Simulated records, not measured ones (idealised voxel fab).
process module | voxel released beams
cross-section cut | 225 nm wide | cells 5 nm
A cross-section is a grid of square cells, given in bands from the top down. A band is one or more rows of cells.
Each band's line starts with the height of the band's top and of its bottom, in nm. Then come its materials from left to right, each with its width in nm. One material with "throughout" fills the band from edge to edge. "air" is empty space.
Height 0 is the level under which the wafer as received is all one material. The lowest band goes on downwards, as in "0 down".
A width such as "30 to 40" changes by the same amount from each row of cells to the next, from the band's top row to its bottom row.
"no change" after a step means that no cell of the cross-section changed.
closed voids: empty space of 8 cells or more with no open way to the top, each as width x height at its distance from the left edge, in nm
after a step's settings: what the simulator itself notes on the step
overlay nm, on a step with a mask: how far to the right of its planned place the mask lay; to the left if negative
plan
1 op RECEIVE | material Si
2 op CONFORMAL_DEP | material SiN | thk nm 5
3 op DIRECTIONAL_DEP | material SiO2 | thk nm 10
4 op DIRECTIONAL_DEP | material aC | thk nm 15
5 op PATTERN | tone open | mask id ANCHOR | material resist | width nm 45 | thk nm 35 | overlay nm 0
6 op DIRECTIONAL_ETCH | etch materials aC | depth nm 15
7 op STRIP | etch materials resist
8 op DIRECTIONAL_ETCH | etch materials SiO2 | depth nm 10
9 op STRIP | etch materials aC
10 op CONFORMAL_DEP | material TiN | thk nm 15
11 op PATTERN | tone cover | mask id BEAM | material resist | width nm 90 | thk nm 20 | overlay nm 0
12 op DIRECTIONAL_ETCH | etch materials TiN | depth nm 15
13 op STRIP | etch materials resist
14 op STRIP | etch materials SiO2
as received, after step 1
  0 down: Si throughout
  closed voids: none
a wafer at the end: this start, this plan, one mistake
  25 to 15: air 65 | TiN 20 | air 15 | TiN 55 | air 70
  15 to 10: air 65 | TiN 90 | air 70
  10 to 0: air 70 | TiN 45 | air 110
  0 down: Si throughout
  closed voids: none
what went wrong: step 2 was left out
